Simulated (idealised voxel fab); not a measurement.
process module | voxel wiring stack
cross-section cut | 155 nm wide | cells 5 nm
A cross-section is a grid of square cells, given in bands from the top down. A band is one or more rows of cells.
Each band's line starts with the height of the band's top and of its bottom, in nm. Then come its materials from left to right, each with its width in nm. One material with "throughout" fills the band from edge to edge. "air" is empty space.
Height 0 is the level under which the wafer as received is all one material. The lowest band goes on downwards, as in "0 down".
A width such as "30 to 40" changes by the same amount from each row of cells to the next, from the band's top row to its bottom row.
"no change" after a step means that no cell of the cross-section changed.
closed voids: empty space of 8 cells or more with no open way to the top, each as width x height at its distance from the left edge, in nm
after a step's settings: what the simulator itself notes on the step
overlay nm, on a step with a mask: how far to the right of its planned place the mask lay; to the left if negative
plan
1 op RECEIVE | material Si
2 op CONFORMAL_DEP | material SiO2 | thk nm 10
3 op CONFORMAL_DEP | material SiN | thk nm 5
4 op DIRECTIONAL_DEP | material lowk | thk nm 25
5 op PATTERN | tone open | mask id METAL_1 | material resist | width nm 25 | pitch nm 55 | thk nm 20 | overlay nm -15
6 op DIRECTIONAL_ETCH | etch materials lowk | depth nm 25
7 op DIRECTIONAL_ETCH | etch materials SiN | depth nm 5
8 op STRIP | etch materials resist
9 op CONFORMAL_DEP | material TiN | thk nm 5
10 op FILL_DEP | material Ru | thk nm 10
11 op CMP | height nm 40
12 op EPI | material Ru | thk nm 5
13 op FILL_DEP | material SiCN | thk nm 5
14 op DIRECTIONAL_DEP | material lowk | thk nm 15
15 op MASKED_ETCH | tone open | mask id PLUG_1 | width nm 15 | etch materials lowk | depth nm 15 | overlay nm 0
16 op MASKED_ETCH | tone open | mask id PLUG_1 | width nm 15 | etch materials SiCN | depth nm 5 | overlay nm 0
17 op EPI | material Ru | thk nm 10
18 op EPI | material Ru | thk nm 10
19 op DIRECTIONAL_DEP | material TiN | thk nm 5
20 op DIRECTIONAL_DEP | material W | thk nm 20
21 op DIRECTIONAL_DEP | material aC | thk nm 15
22 op PATTERN | tone cover | mask id METAL_2 | material resist | width nm 25 | pitch nm 55 | thk nm 30 | overlay nm 0
23 op DIRECTIONAL_ETCH | etch materials aC | depth nm 15
24 op STRIP | etch materials resist
25 op DIRECTIONAL_ETCH | etch materials W | depth nm 20
26 op DIRECTIONAL_ETCH | etch materials TiN | depth nm 5
27 op STRIP | etch materials aC
28 op FILL_DEP | material SiO2 | thk nm 5
29 op CMP | height nm 90
30 op CONFORMAL_DEP | material SiCN | thk nm 5
varied across the wafers: overlay nm of step 5. The plan shows the first wafer's value. All wafers start alike
first wafer as received, after step 1
  0 down: Si throughout
  closed voids: none
each wafer at the end: cells of each material gained (+) or lost (-) since it was received, then its closed voids
overlay nm -15 | +56 Ru | +76 SiCN | +21 SiN | +167 SiO2 | +40 TiN | +40 W | +189 lowk | closed voids: none
overlay nm -10 | +56 Ru | +76 SiCN | +21 SiN | +167 SiO2 | +40 TiN | +40 W | +189 lowk | closed voids: none
overlay nm -5 | +56 Ru | +76 SiCN | +21 SiN | +167 SiO2 | +40 TiN | +40 W | +189 lowk | closed voids: none
overlay nm 0 | +56 Ru | +76 SiCN | +21 SiN | +167 SiO2 | +40 TiN | +40 W | +189 lowk | closed voids: none
overlay nm 5 | +56 Ru | +76 SiCN | +21 SiN | +167 SiO2 | +40 TiN | +40 W | +189 lowk | closed voids: none
overlay nm 10 | +56 Ru | +76 SiCN | +21 SiN | +167 SiO2 | +40 TiN | +40 W | +189 lowk | closed voids: none
overlay nm 15 | +56 Ru | +76 SiCN | +21 SiN | +167 SiO2 | +40 TiN | +40 W | +189 lowk | closed voids: none
